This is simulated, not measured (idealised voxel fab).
This section sets out a process module, namely voxel gate over fins.
Square cells of 5 nm make up the cross-section cut, whose width is 155 nm.
A cross-section is a grid of square cells, given in bands from the top down. A band is one or more rows of cells.
Basically the band line says how high the top is and how high the bottom is, in nm, and then what's in it from left to right, every material with its width in nm. Empty space shows up as "empty", and if a single material carries "throughout" it runs the full band edge to edge.
All heights in this document are referenced to 0, defined as the level beneath which the wafer, as received, consists entirely of one material. The lowest band is not bounded below; it extends indefinitely downward and is written in the form "0 -> down".
A width such as "30 to 40" changes by the same amount from each row of cells to the next, from the band's top row to its bottom row.
Where a step carries "left unchanged", the cross-section came out of it unchanged, cell for cell.
Each empty space that has no open way to the top and spans at least 8 cells appears under "closed voids" as width x height at distance, the distance counted from the left edge, all in nm.
On a step's line, text after the settings is the simulator commenting on that step.
The setting "overlay nm" may be written on the line of a step. When the step uses a mask, the value reports how far to the right of the planned place the mask lay, and a negative value reports that it lay to the left.

-- plan
1: op RECEIVE | material Si
2: op CONFORMAL_DEP | material SiN | thk nm 10
3: op DIRECTIONAL_DEP | material aC | thk nm 15
4: op PATTERN | tone cover | mask id FINS | material resist | width nm 15 | pitch nm 50 | thk nm 35 | overlay nm 0
5: op DIRECTIONAL_ETCH | etch materials aC | depth nm 15
6: op STRIP | etch materials resist
7: op DIRECTIONAL_ETCH | etch materials SiN | depth nm 10
8: op DIRECTIONAL_ETCH | etch materials Si | depth nm 35
9: op STRIP | etch materials aC
10: op FILL_DEP | material SiO2 | thk nm 5
11: op CMP | height nm 10
12: op DIRECTIONAL_DEP | material aC | thk nm 10
13: op PATTERN | tone open | mask id RAIL | material resist | width nm 15 | thk nm 30 | overlay nm 0
14: op DIRECTIONAL_ETCH | etch materials aC | depth nm 10
15: op STRIP | etch materials resist
16: op DIRECTIONAL_ETCH | etch materials SiO2 | depth nm 40
17: op STRIP | etch materials aC
18: op CONFORMAL_DEP | material TiN | thk nm 5
19: op FILL_DEP | material W | thk nm 5
20: op CMP | height nm 10
21: op SELECTIVE_ETCH | etch materials W Ru TiN | depth nm 25
22: op FILL_DEP | material SiO2 | thk nm 5
23: op CMP | height nm 10
24: op SELECTIVE_ETCH | etch materials SiO2 | depth nm 20
25: op STRIP | etch materials SiN
26: op CONFORMAL_DEP | material HfO2 | thk nm 5
27: op CONFORMAL_DEP | material TiN | thk nm 5
28: op FILL_DEP | material W | thk nm 15
29: op CMP | height nm 20
30: op CONFORMAL_DEP | material SiN | thk nm 10

-- The first wafer of two, processed as planned

-- Step 1 complete: cross-section of the wafer as received
> 0 -> down | Si throughout
> closed voids: none

-- Cross-section: wafer state after step 2
> 10 -> 0 | SiN throughout
> Below 0, no change.

-- Cross-section: wafer state after step 3
> 25 -> 10 | aC throughout
> Below 10, no change.

-- Cross-section: wafer state after step 4
> 60 -> 25 | empty: 20  resist: 15  empty: 35  resist: 15  empty: 35  resist: 15  empty: 20
> Below 25, no change.

-- Cross-section: wafer state after step 5
> 45 -> 25 | empty: 20  resist: 15  empty: 35  resist: 15  empty: 35  resist: 15  empty: 20
> 25 -> 10 | empty: 20  aC: 15  empty: 35  aC: 15  empty: 35  aC: 15  empty: 20
> Below 10, no change.

-- Cross-section: wafer state after step 6
> 25 -> 10 | empty: 20  aC: 15  empty: 35  aC: 15  empty: 35  aC: 15  empty: 20
> Below 10, no change.

-- Cross-section: wafer state after step 7
> 25 -> 10 | empty: 20  aC: 15  empty: 35  aC: 15  empty: 35  aC: 15  empty: 20
> 10 -> 0 | empty: 20  SiN: 15  empty: 35  SiN: 15  empty: 35  SiN: 15  empty: 20
> Below 0, no change.

-- Cross-section: wafer state after step 8
> 25 -> 10 | empty: 20  aC: 15  empty: 35  aC: 15  empty: 35  aC: 15  empty: 20
> 10 -> 0 | empty: 20  SiN: 15  empty: 35  SiN: 15  empty: 35  SiN: 15  empty: 20
> 0 -> -35 | empty: 20  Si: 15  empty: 35  Si: 15  empty: 35  Si: 15  empty: 20
> Below -35, no change.

-- Cross-section: wafer state after step 9
> 10 -> 0 | empty: 20  SiN: 15  empty: 35  SiN: 15  empty: 35  SiN: 15  empty: 20
> Below 0, no change.

-- Cross-section: wafer state after step 10
> 15 -> 10 | SiO2 throughout
> 10 -> 0 | SiO2: 20  SiN: 15  SiO2: 35  SiN: 15  SiO2: 35  SiN: 15  SiO2: 20
> 0 -> -35 | SiO2: 20  Si: 15  SiO2: 35  Si: 15  SiO2: 35  Si: 15  SiO2: 20
> Below -35, no change.

-- Cross-section: wafer state after step 11
> 10 -> 0 | SiO2: 20  SiN: 15  SiO2: 35  SiN: 15  SiO2: 35  SiN: 15  SiO2: 20
> Below 0, no change.

-- Cross-section: wafer state after step 12
> 20 -> 10 | aC throughout
> Below 10, no change.

-- Cross-section: wafer state after step 13
> 50 -> 20 | resist: 45  empty: 15  resist: 95
> Below 20, no change.

-- Cross-section: wafer state after step 14
> 40 -> 20 | resist: 45  empty: 15  resist: 95
> 20 -> 10 | aC: 45  empty: 15  aC: 95
> Below 10, no change.

-- Cross-section: wafer state after step 15
> 20 -> 10 | aC: 45  empty: 15  aC: 95
> Below 10, no change.

-- Cross-section: wafer state after step 16
> 20 -> 10 | aC: 45  empty: 15  aC: 95
> 10 -> 0 | SiO2: 20  SiN: 15  SiO2: 10  empty: 15  SiO2: 10  SiN: 15  SiO2: 35  SiN: 15  SiO2: 20
> 0 -> -30 | SiO2: 20  Si: 15  SiO2: 10  empty: 15  SiO2: 10  Si: 15  SiO2: 35  Si: 15  SiO2: 20
> Below -30, no change.

-- Cross-section: wafer state after step 17
> 10 -> 0 | SiO2: 20  SiN: 15  SiO2: 10  empty: 15  SiO2: 10  SiN: 15  SiO2: 35  SiN: 15  SiO2: 20
> Below 0, no change.

-- Cross-section: wafer state after step 18
> 15 -> 10 | TiN: 50  empty: 5  TiN: 100
> 10 -> 0 | SiO2: 20  SiN: 15  SiO2: 10  TiN: 5  empty: 5  TiN: 5  SiO2: 10  SiN: 15  SiO2: 35  SiN: 15  SiO2: 20
> 0 -> -25 | SiO2: 20  Si: 15  SiO2: 10  TiN: 5  empty: 5  TiN: 5  SiO2: 10  Si: 15  SiO2: 35  Si: 15  SiO2: 20
> -25 -> -30 | SiO2: 20  Si: 15  SiO2: 10  TiN: 15  SiO2: 10  Si: 15  SiO2: 35  Si: 15  SiO2: 20
> Below -30, no change.

-- Cross-section: wafer state after step 19
> 20 -> 15 | W throughout
> 15 -> 10 | TiN: 50  W: 5  TiN: 100
> 10 -> 0 | SiO2: 20  SiN: 15  SiO2: 10  TiN: 5  W: 5  TiN: 5  SiO2: 10  SiN: 15  SiO2: 35  SiN: 15  SiO2: 20
> 0 -> -25 | SiO2: 20  Si: 15  SiO2: 10  TiN: 5  W: 5  TiN: 5  SiO2: 10  Si: 15  SiO2: 35  Si: 15  SiO2: 20
> Below -25, no change.

-- Cross-section: wafer state after step 20
> 10 -> 0 | SiO2: 20  SiN: 15  SiO2: 10  TiN: 5  W: 5  TiN: 5  SiO2: 10  SiN: 15  SiO2: 35  SiN: 15  SiO2: 20
> Below 0, no change.

-- Cross-section: wafer state after step 21
> 10 -> 0 | SiO2: 20  SiN: 15  SiO2: 10  empty: 15  SiO2: 10  SiN: 15  SiO2: 35  SiN: 15  SiO2: 20
> 0 -> -15 | SiO2: 20  Si: 15  SiO2: 10  empty: 15  SiO2: 10  Si: 15  SiO2: 35  Si: 15  SiO2: 20
> Below -15, no change.

-- Cross-section: wafer state after step 22
> 15 -> 10 | SiO2 throughout
> 10 -> 0 | SiO2: 20  SiN: 15  SiO2: 35  SiN: 15  SiO2: 35  SiN: 15  SiO2: 20
> 0 -> -15 | SiO2: 20  Si: 15  SiO2: 35  Si: 15  SiO2: 35  Si: 15  SiO2: 20
> Below -15, no change.

-- Cross-section: wafer state after step 23
> 10 -> 0 | SiO2: 20  SiN: 15  SiO2: 35  SiN: 15  SiO2: 35  SiN: 15  SiO2: 20
> Below 0, no change.

-- Cross-section: wafer state after step 24
> 10 -> 0 | empty: 20  SiN: 15  empty: 35  SiN: 15  empty: 35  SiN: 15  empty: 20
> 0 -> -10 | empty: 20  Si: 15  empty: 35  Si: 15  empty: 35  Si: 15  empty: 20
> Below -10, no change.

-- Cross-section: wafer state after step 25
> 0 -> -10 | empty: 20  Si: 15  empty: 35  Si: 15  empty: 35  Si: 15  empty: 20
> Below -10, no change.

-- Cross-section: wafer state after step 26
> 5 -> 0 | empty: 15  HfO2: 25  empty: 25  HfO2: 25  empty: 25  HfO2: 25  empty: 15
> 0 -> -5 | empty: 15  HfO2: 5  Si: 15  HfO2: 5  empty: 25  HfO2: 5  Si: 15  HfO2: 5  empty: 25  HfO2: 5  Si: 15  HfO2: 5  empty: 15
> -5 -> -10 | HfO2: 20  Si: 15  HfO2: 35  Si: 15  HfO2: 35  Si: 15  HfO2: 20
> Below -10, no change.

-- Cross-section: wafer state after step 27
> 10 -> 5 | empty: 10  TiN: 35  empty: 15  TiN: 35  empty: 15  TiN: 35  empty: 10
> 5 -> 0 | empty: 10  TiN: 5  HfO2: 25  TiN: 5  empty: 15  TiN: 5  HfO2: 25  TiN: 5  empty: 15  TiN: 5  HfO2: 25  TiN: 5  empty: 10
> 0 -> -5 | TiN: 15  HfO2: 5  Si: 15  HfO2: 5  TiN: 25  HfO2: 5  Si: 15  HfO2: 5  TiN: 25  HfO2: 5  Si: 15  HfO2: 5  TiN: 15
> Below -5, no change.

-- Cross-section: wafer state after step 28
> 25 -> 10 | W throughout
> 10 -> 5 | W: 10  TiN: 35  W: 15  TiN: 35  W: 15  TiN: 35  W: 10
> 5 -> 0 | W: 10  TiN: 5  HfO2: 25  TiN: 5  W: 15  TiN: 5  HfO2: 25  TiN: 5  W: 15  TiN: 5  HfO2: 25  TiN: 5  W: 10
> Below 0, no change.

-- Cross-section: wafer state after step 29
> 20 -> 10 | W throughout
> Below 10, no change.

-- Cross-section: wafer state after step 30
> 30 -> 20 | SiN throughout
> Below 20, no change.

-- For the second wafer, take the first wafer's start and plan, then add one mistake made in running it; everything through step 3, that step included, is shared with the first

-- Second wafer at the planned finish of step 4, seen in cross-section
> 60 -> 25 | empty: 20  resist: 20  empty: 30  resist: 20  empty: 30  resist: 20  empty: 15
> Below 25, no change.

-- Second wafer at the planned finish of step 5, seen in cross-section
> 45 -> 25 | empty: 20  resist: 20  empty: 30  resist: 20  empty: 30  resist: 20  empty: 15
> 25 -> 10 | empty: 20  aC: 20  empty: 30  aC: 20  empty: 30  aC: 20  empty: 15
> Below 10, no change.

-- Second wafer at the planned finish of step 6, seen in cross-section
> 25 -> 10 | empty: 20  aC: 20  empty: 30  aC: 20  empty: 30  aC: 20  empty: 15
> Below 10, no change.

-- Second wafer at the planned finish of step 7, seen in cross-section
> 25 -> 10 | empty: 20  aC: 20  empty: 30  aC: 20  empty: 30  aC: 20  empty: 15
> 10 -> 0 | empty: 20  SiN: 20  empty: 30  SiN: 20  empty: 30  SiN: 20  empty: 15
> Below 0, no change.

-- Second wafer at the planned finish of step 8, seen in cross-section
> 25 -> 10 | empty: 20  aC: 20  empty: 30  aC: 20  empty: 30  aC: 20  empty: 15
> 10 -> 0 | empty: 20  SiN: 20  empty: 30  SiN: 20  empty: 30  SiN: 20  empty: 15
> 0 -> -35 | empty: 20  Si: 20  empty: 30  Si: 20  empty: 30  Si: 20  empty: 15
> Below -35, no change.

-- Second wafer at the planned finish of step 9, seen in cross-section
> 10 -> 0 | empty: 20  SiN: 20  empty: 30  SiN: 20  empty: 30  SiN: 20  empty: 15
> Below 0, no change.

-- Second wafer at the planned finish of step 10, seen in cross-section
> 15 -> 10 | SiO2 throughout
> 10 -> 0 | SiO2: 20  SiN: 20  SiO2: 30  SiN: 20  SiO2: 30  SiN: 20  SiO2: 15
> 0 -> -35 | SiO2: 20  Si: 20  SiO2: 30  Si: 20  SiO2: 30  Si: 20  SiO2: 15
> Below -35, no change.

-- Second wafer at the planned finish of step 11, seen in cross-section
> 10 -> 0 | SiO2: 20  SiN: 20  SiO2: 30  SiN: 20  SiO2: 30  SiN: 20  SiO2: 15
> Below 0, no change.

-- Second wafer at the planned finish of step 12, seen in cross-section
> 20 -> 10 | aC throughout
> Below 10, no change.

-- Second wafer at the planned finish of step 13, seen in cross-section
> 50 -> 20 | resist: 45  empty: 15  resist: 95
> Below 20, no change.

-- Second wafer at the planned finish of step 14, seen in cross-section
> 40 -> 20 | resist: 45  empty: 15  resist: 95
> 20 -> 10 | aC: 45  empty: 15  aC: 95
> Below 10, no change.

-- Second wafer at the planned finish of step 15, seen in cross-section
> 20 -> 10 | aC: 45  empty: 15  aC: 95
> Below 10, no change.

-- Second wafer at the planned finish of step 16, seen in cross-section
> 20 -> 10 | aC: 45  empty: 15  aC: 95
> 10 -> 0 | SiO2: 20  SiN: 20  SiO2: 5  empty: 15  SiO2: 10  SiN: 20  SiO2: 30  SiN: 20  SiO2: 15
> 0 -> -30 | SiO2: 20  Si: 20  SiO2: 5  empty: 15  SiO2: 10  Si: 20  SiO2: 30  Si: 20  SiO2: 15
> Below -30, no change.

-- Second wafer at the planned finish of step 17, seen in cross-section
> 10 -> 0 | SiO2: 20  SiN: 20  SiO2: 5  empty: 15  SiO2: 10  SiN: 20  SiO2: 30  SiN: 20  SiO2: 15
> Below 0, no change.

-- Second wafer at the planned finish of step 18, seen in cross-section
> 15 -> 10 | TiN: 50  empty: 5  TiN: 100
> 10 -> 0 | SiO2: 20  SiN: 20  SiO2: 5  TiN: 5  empty: 5  TiN: 5  SiO2: 10  SiN: 20  SiO2: 30  SiN: 20  SiO2: 15
> 0 -> -25 | SiO2: 20  Si: 20  SiO2: 5  TiN: 5  empty: 5  TiN: 5  SiO2: 10  Si: 20  SiO2: 30  Si: 20  SiO2: 15
> -25 -> -30 | SiO2: 20  Si: 20  SiO2: 5  TiN: 15  SiO2: 10  Si: 20  SiO2: 30  Si: 20  SiO2: 15
> Below -30, no change.

-- Second wafer at the planned finish of step 19, seen in cross-section
> 20 -> 15 | W throughout
> 15 -> 10 | TiN: 50  W: 5  TiN: 100
> 10 -> 0 | SiO2: 20  SiN: 20  SiO2: 5  TiN: 5  W: 5  TiN: 5  SiO2: 10  SiN: 20  SiO2: 30  SiN: 20  SiO2: 15
> 0 -> -25 | SiO2: 20  Si: 20  SiO2: 5  TiN: 5  W: 5  TiN: 5  SiO2: 10  Si: 20  SiO2: 30  Si: 20  SiO2: 15
> Below -25, no change.

-- Second wafer at the planned finish of step 20, seen in cross-section
> 10 -> 0 | SiO2: 20  SiN: 20  SiO2: 5  TiN: 5  W: 5  TiN: 5  SiO2: 10  SiN: 20  SiO2: 30  SiN: 20  SiO2: 15
> Below 0, no change.

-- Second wafer at the planned finish of step 21, seen in cross-section
> 10 -> 0 | SiO2: 20  SiN: 20  SiO2: 5  empty: 15  SiO2: 10  SiN: 20  SiO2: 30  SiN: 20  SiO2: 15
> 0 -> -15 | SiO2: 20  Si: 20  SiO2: 5  empty: 15  SiO2: 10  Si: 20  SiO2: 30  Si: 20  SiO2: 15
> Below -15, no change.

-- Second wafer at the planned finish of step 22, seen in cross-section
> 15 -> 10 | SiO2 throughout
> 10 -> 0 | SiO2: 20  SiN: 20  SiO2: 30  SiN: 20  SiO2: 30  SiN: 20  SiO2: 15
> 0 -> -15 | SiO2: 20  Si: 20  SiO2: 30  Si: 20  SiO2: 30  Si: 20  SiO2: 15
> Below -15, no change.

-- Second wafer at the planned finish of step 23, seen in cross-section
> 10 -> 0 | SiO2: 20  SiN: 20  SiO2: 30  SiN: 20  SiO2: 30  SiN: 20  SiO2: 15
> Below 0, no change.

-- Second wafer at the planned finish of step 24, seen in cross-section
> 10 -> 0 | empty: 20  SiN: 20  empty: 30  SiN: 20  empty: 30  SiN: 20  empty: 15
> 0 -> -10 | empty: 20  Si: 20  empty: 30  Si: 20  empty: 30  Si: 20  empty: 15
> Below -10, no change.

-- Second wafer at the planned finish of step 25, seen in cross-section
> 0 -> -10 | empty: 20  Si: 20  empty: 30  Si: 20  empty: 30  Si: 20  empty: 15
> Below -10, no change.

-- Second wafer at the planned finish of step 26, seen in cross-section
> 5 -> 0 | empty: 15  HfO2: 30  empty: 20  HfO2: 30  empty: 20  HfO2: 30  empty: 10
> 0 -> -5 | empty: 15  HfO2: 5  Si: 20  HfO2: 5  empty: 20  HfO2: 5  Si: 20  HfO2: 5  empty: 20  HfO2: 5  Si: 20  HfO2: 5  empty: 10
> -5 -> -10 | HfO2: 20  Si: 20  HfO2: 30  Si: 20  HfO2: 30  Si: 20  HfO2: 15
> Below -10, no change.

-- Second wafer at the planned finish of step 27, seen in cross-section
> 10 -> 5 | empty: 10  TiN: 40  empty: 10  TiN: 40  empty: 10  TiN: 40  empty: 5
> 5 -> 0 | empty: 10  TiN: 5  HfO2: 30  TiN: 5  empty: 10  TiN: 5  HfO2: 30  TiN: 5  empty: 10  TiN: 5  HfO2: 30  TiN: 5  empty: 5
> 0 -> -5 | TiN: 15  HfO2: 5  Si: 20  HfO2: 5  TiN: 20  HfO2: 5  Si: 20  HfO2: 5  TiN: 20  HfO2: 5  Si: 20  HfO2: 5  TiN: 10
> Below -5, no change.

-- Second wafer at the planned finish of step 28, seen in cross-section
> 25 -> 10 | W throughout
> 10 -> 5 | W: 10  TiN: 40  W: 10  TiN: 40  W: 10  TiN: 40  W: 5
> 5 -> 0 | W: 10  TiN: 5  HfO2: 30  TiN: 5  W: 10  TiN: 5  HfO2: 30  TiN: 5  W: 10  TiN: 5  HfO2: 30  TiN: 5  W: 5
> Below 0, no change.

-- Second wafer at the planned finish of step 29, seen in cross-section
> 20 -> 10 | W throughout
> Below 10, no change.

-- Second wafer at the planned finish of step 30, seen in cross-section
> 30 -> 20 | SiN throughout
> Below 20, no change.
What broke from the plan during processing? step 4 went in with a setting other than planned; the actual run was op PATTERN | tone cover | mask id FINS | material resist | width nm 20 | pitch nm 50 | thk nm 35 | overlay nm 0
Per the end-of-run cell counts, the second wafer holds more or fewer of some materials than the first: 21 more of Si, 15 fewer of SiO2, 6 fewer of W
